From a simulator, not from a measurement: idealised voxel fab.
process module | voxel lift off
cross-section cut | 300 nm wide | cells 5 nm
A cross-section is a grid of square cells, given in bands from the top down. A band is one or more rows of cells.
Each band's line starts with the height of the band's top and of its bottom, in nm. Then come its materials from left to right, each with its width in nm. One material with "throughout" fills the band from edge to edge. "air" is empty space.
Height 0 is the level under which the wafer as received is all one material. The lowest band goes on downwards, as in "0 down".
A width such as "30 to 40" changes by the same amount from each row of cells to the next, from the band's top row to its bottom row.
"no change" after a step means that no cell of the cross-section changed.
closed voids: empty space of 8 cells or more with no open way to the top, each as width x height at its distance from the left edge, in nm
after a step's settings: what the simulator itself notes on the step
overlay nm, on a step with a mask: how far to the right of its planned place the mask lay; to the left if negative
plan
1 op RECEIVE | material Si
2 op CONFORMAL_DEP | material SiN | thk nm 10
3 op PATTERN | tone open | mask id LINES | material resist | width nm 25 | pitch nm 45 | thk nm 15 | overlay nm -15
4 op DIRECTIONAL_DEP | material Ru | thk nm 5
5 op STRIP | etch materials resist
6 op CONFORMAL_DEP | material SiCN | thk nm 5
varied across the wafers: overlay nm of step 3. The plan shows the first wafer's value. All wafers start alike
first wafer as received, after step 1
  0 down: Si throughout
  closed voids: none
first wafer at the end, after step 6
  20 to 15: air 50 | SiCN 35 | air 10 | SiCN 35 | air 10 | SiCN 35 | air 10 | SiCN 35 | air 80
  15 to 10: SiCN 55 | Ru 25 | SiCN 20 | Ru 25 | SiCN 20 | Ru 25 | SiCN 20 | Ru 25 | SiCN 85
  10 to 0: SiN throughout
  0 down: Si throughout
  closed voids: none
last wafer at the end
  20 to 15: air 80 | SiCN 35 | air 10 | SiCN 35 | air 10 | SiCN 35 | air 10 | SiCN 35 | air 50
  15 to 10: SiCN 85 | Ru 25 | SiCN 20 | Ru 25 | SiCN 20 | Ru 25 | SiCN 20 | Ru 25 | SiCN 55
  10 to 0: SiN throughout
  0 down: Si throughout
  closed voids: none
each wafer at the end: cells of each material gained (+) or lost (-) since it was received, then its closed voids
overlay nm -15 | +20 Ru | +68 SiCN | +120 SiN | closed voids: none
overlay nm -10 | +20 Ru | +68 SiCN | +120 SiN | closed voids: none
overlay nm -5 | +20 Ru | +68 SiCN | +120 SiN | closed voids: none
overlay nm 0 | +20 Ru | +68 SiCN | +120 SiN | closed voids: none
overlay nm 5 | +20 Ru | +68 SiCN | +120 SiN | closed voids: none
overlay nm 10 | +20 Ru | +68 SiCN | +120 SiN | closed voids: none
overlay nm 15 | +20 Ru | +68 SiCN | +120 SiN | closed voids: none
